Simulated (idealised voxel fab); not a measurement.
process module | voxel transistor to metal
Cross-section cut: width 290 nm, square cells of 5 nm.
Square cells in a grid make up a cross-section in this document, and the grid is given as bands, listed from the top down, each one or more rows of cells.
In this notation a band is specified by the heights of its top and bottom, in that order and in nm, after which its materials appear from left to right, each paired with its width in nm. The word "edge to edge" attached to a single material means that material fills the band from edge to edge; the word "air" stands for empty space.
All heights in this document are referenced to 0, defined as the level beneath which the wafer, as received, consists entirely of one material. The lowest band is not bounded below; it extends indefinitely downward and is written in the form "0 -> down".
Per-row width for "30..40": begins at first number (top row of band), ends at second number (bottom row), increment between rows held constant.
Given "nothing different" for a step, no cell of the cross-section differs between before and after that step.
Any empty space of 8 cells or more lacking an open way to the top shows up in "Closed void inventory" as width x height at distance, distance from the left edge, in nm.
That trailing text on a step's line, after the settings, is the simulator's own remark on the step.
overlay nm: for a step with a mask, the amount by which the mask lay right of where it was planned; a negative amount means left of it.

PLAN
step 1: RECEIVE,material Si
step 2: OXIDIZE,depth nm 5
step 3: CONFORMAL_DEP,material SiN,thk nm 10
step 4: MASKED_ETCH,tone cover,mask id ACTIVE,width nm 95,pitch nm 115,etch materials SiN,depth nm 10,overlay nm 0
step 5: MASKED_ETCH,tone cover,mask id ACTIVE,width nm 95,pitch nm 115,etch materials SiO2,depth nm 5,overlay nm 0
step 6: MASKED_ETCH,tone cover,mask id ACTIVE,width nm 95,pitch nm 115,etch materials Si,depth nm 35,overlay nm 0
step 7: FILL_DEP,material SiO2,thk nm 10
step 8: CMP,height nm 10
step 9: SELECTIVE_ETCH,etch materials SiO2,depth nm 5
step 10: STRIP,etch materials SiN
step 11: SELECTIVE_ETCH,etch materials SiO2,depth nm 5
step 12: OXIDIZE,depth nm 5
step 13: DIRECTIONAL_DEP,material polySi,thk nm 20
step 14: DIRECTIONAL_DEP,material SiCN,thk nm 10
step 15: MASKED_ETCH,tone cover,mask id GATE,width nm 15,pitch nm 115,etch materials SiCN,depth nm 20,overlay nm 0
step 16: MASKED_ETCH,tone cover,mask id GATE,width nm 15,pitch nm 115,etch materials polySi,depth nm 30,overlay nm 0
step 17: CONFORMAL_DEP,material SiO2,thk nm 5
step 18: DIRECTIONAL_ETCH,etch materials SiO2,depth nm 5
step 19: CONFORMAL_DEP,material SiN,thk nm 10
step 20: DIRECTIONAL_ETCH,etch materials SiN,depth nm 10
step 21: DIRECTIONAL_ETCH,etch materials SiO2,depth nm 5
step 22: DIRECTIONAL_ETCH,etch materials Si,depth nm 10
step 23: EPI,material nSi,thk nm 10
step 24: FILL_DEP,material SiO2,thk nm 10
step 25: CMP,height nm 25
step 26: DIRECTIONAL_DEP,material SiO2,thk nm 15
step 27: PATTERN,tone open,mask id CONTACT,material resist,width nm 20,thk nm 15,overlay nm 0
step 28: DIRECTIONAL_ETCH,etch materials SiO2,depth nm 40
step 29: STRIP,etch materials resist
step 30: CONFORMAL_DEP,material TiN,thk nm 5
step 31: FILL_DEP,material W,thk nm 10
step 32: CMP,height nm 40
step 33: CONFORMAL_DEP,material SiN,thk nm 5
step 34: DIRECTIONAL_DEP,material lowk,thk nm 20
step 35: DIRECTIONAL_DEP,material aC,thk nm 10
step 36: PATTERN,tone open,mask id METAL_1,material resist,width nm 20,thk nm 25,overlay nm 0
step 37: DIRECTIONAL_ETCH,etch materials aC,depth nm 10
step 38: STRIP,etch materials resist
step 39: DIRECTIONAL_ETCH,etch materials lowk,depth nm 20
step 40: DIRECTIONAL_ETCH,etch materials SiN,depth nm 5
step 41: STRIP,etch materials aC
step 42: CONFORMAL_DEP,material TiN,thk nm 5
step 43: FILL_DEP,material Cu,thk nm 5
step 44: CMP,height nm 65
step 45: CONFORMAL_DEP,material SiCN,thk nm 5
step 46: DIRECTIONAL_DEP,material lowk,thk nm 30
step 47: DIRECTIONAL_DEP,material aC,thk nm 15
step 48: PATTERN,tone open,mask id METAL_2,material resist,width nm 15,pitch nm 115,thk nm 35,overlay nm 0
step 49: DIRECTIONAL_ETCH,etch materials aC,depth nm 15
step 50: STRIP,etch materials resist
step 51: DIRECTIONAL_ETCH,etch materials lowk,depth nm 20
step 52: STRIP,etch materials aC
step 53: MASKED_ETCH,tone open,mask id METAL_2_HOLES,width nm 15,pitch nm 115,etch materials lowk,depth nm 10,overlay nm 0
step 54: MASKED_ETCH,tone open,mask id METAL_2_HOLES,width nm 15,pitch nm 115,etch materials SiCN,depth nm 5,overlay nm 0
step 55: CONFORMAL_DEP,material TiN,thk nm 5
step 56: FILL_DEP,material Cu,thk nm 5
step 57: CMP,height nm 100
step 58: CONFORMAL_DEP,material SiCN,thk nm 5
Be aware that, although all wafers share a common starting state, the width nm at step 48 differs among them, and the plan displays the first wafer's value.

CROSS-SECTIONAL VIEW OF THE FIRST OF SEVERAL WAFERS IN THE AS-RECEIVED CONDITION, CORRESPONDING TO THE STATE FOLLOWING STEP 1
- 0 -> down: Si edge to edge
- Closed void inventory: none

BELOW IS A PER-WAFER TABLE. IN IT, EACH ROW DESCRIBES THE WAFER AT THE END OF THE MODULE BY GIVING, FOR EACH MATERIAL, THE NUMBER OF CELLS GAINED (+) OR LOST (-) SINCE THE WAFER WAS RECEIVED, AND AFTER THAT THE CLOSED VOIDS OF THE WAFER
width nm 15; +40 Cu; -260 Si; +124 SiCN; +98 SiN; +456 SiO2; +152 TiN; +56 W; +480 lowk; +48 nSi; +24 polySi; Closed void inventory: none
width nm 20; +50 Cu; -260 Si; +122 SiCN; +98 SiN; +456 SiO2; +152 TiN; +56 W; +472 lowk; +48 nSi; +24 polySi; Closed void inventory: none
width nm 25; +56 Cu; -260 Si; +122 SiCN; +98 SiN; +456 SiO2; +154 TiN; +56 W; +464 lowk; +48 nSi; +24 polySi; Closed void inventory: none
width nm 30; +62 Cu; -260 Si; +122 SiCN; +98 SiN; +456 SiO2; +156 TiN; +56 W; +456 lowk; +48 nSi; +24 polySi; Closed void inventory: none
width nm 35; +68 Cu; -260 Si; +122 SiCN; +98 SiN; +456 SiO2; +158 TiN; +56 W; +448 lowk; +48 nSi; +24 polySi; Closed void inventory: none
